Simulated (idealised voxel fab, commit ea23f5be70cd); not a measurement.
The following process module bears the name voxel air gaps.
The cross-section on display is named cut; it measures 285 nm wide, and its cells are 5 nm squares.
When this document writes out a cross-section, it uses a grid of square cells and lists it as bands, beginning at the top and moving down, with a band standing for one or more rows of cells.
What a band's entry tells you: where the top is and where the bottom is, as heights in nm, and after that what lies inside, material by material from left to right, each with its width in nm. Empty space is written as the word "blank", and a single material marked with the word "edge to edge" occupies the band from edge to edge.
Zero point of the height axis is 0; under it, received wafer = one material. Lowest band: continues down indefinitely, "0 down".
The two numbers in a width such as "30->40" mark its ends across the band: the first belongs to the top row of cells, the second to the bottom row, and from each row to the next the width moves by the same amount.
Basically "same as before" means that step didn't change any cell in the cross-section.
Voids not open to the top, 8 cells minimum: see "Encapsulated voids". Written width x height at distance; distance is from the left edge; nm.
On a step's line, text after the settings is the simulator commenting on that step.
overlay nm, on a step with a mask: how far to the right of its planned place the mask lay; to the left if negative

Process steps foreseen in the plan
1: RECEIVE with material Si
2: CONFORMAL_DEP with material SiO2, thk nm 15
3: CONFORMAL_DEP with material SiN, thk nm 5
4: DIRECTIONAL_DEP with material lowk, thk nm 30
5: MASKED_ETCH with tone open, mask id LINES, width nm 20, pitch nm 50, etch materials lowk, depth nm 30, overlay nm 0
6: CONFORMAL_DEP with material TiN, thk nm 5
7: FILL_DEP with material Cu, thk nm 10
8: CMP with height nm 50
9: EPI with material Ru, thk nm 10
10: SELECTIVE_ETCH with etch materials lowk, depth nm 40
11: CONFORMAL_DEP with material SiN, thk nm 5

Received-state cross-section, reflecting completion of step 1
> 0 down = Si edge to edge
> Encapsulated voids: none

Final cross-section, module run with one mistake (start and plan as above)
> 65 to 60 = blank 30, SiN 200, blank 55
> 60 to 50 = blank 30, SiN 5, Ru 40, SiN 10, Ru 40, SiN 10, Ru 40, SiN 10, Ru 40, SiN 5, blank 55
> 50 to 45 = blank 30, SiN 15, TiN 5, Cu 10, TiN 5, SiN 30, TiN 5, Cu 10, TiN 5, SiN 30, TiN 5, Cu 10, TiN 5, SiN 30, TiN 5, Cu 10, TiN 5, SiN 15, blank 55
> 45 to 25 = blank 40, SiN 5, TiN 5, Cu 10, TiN 5, SiN 5, blank 20, SiN 5, TiN 5, Cu 10, TiN 5, SiN 5, blank 20, SiN 5, TiN 5, Cu 10, TiN 5, SiN 5, blank 20, SiN 5, TiN 5, Cu 10, TiN 5, SiN 5, blank 65
> 25 to 20 = SiN 45, TiN 20, SiN 30, TiN 20, SiN 30, TiN 20, SiN 30, TiN 20, SiN 70
> 20 to 15 = SiN edge to edge
> 15 to 0 = SiO2 edge to edge
> 0 down = Si edge to edge
> Encapsulated voids: 20 x 20 at 70; 20 x 20 at 120; 20 x 20 at 170
what went wrong: heads up, step 5 didn't go per plan, it actually ran as MASKED_ETCH with tone open, mask id LINES, width nm 20, pitch nm 50, etch materials lowk, depth nm 30, overlay nm -10
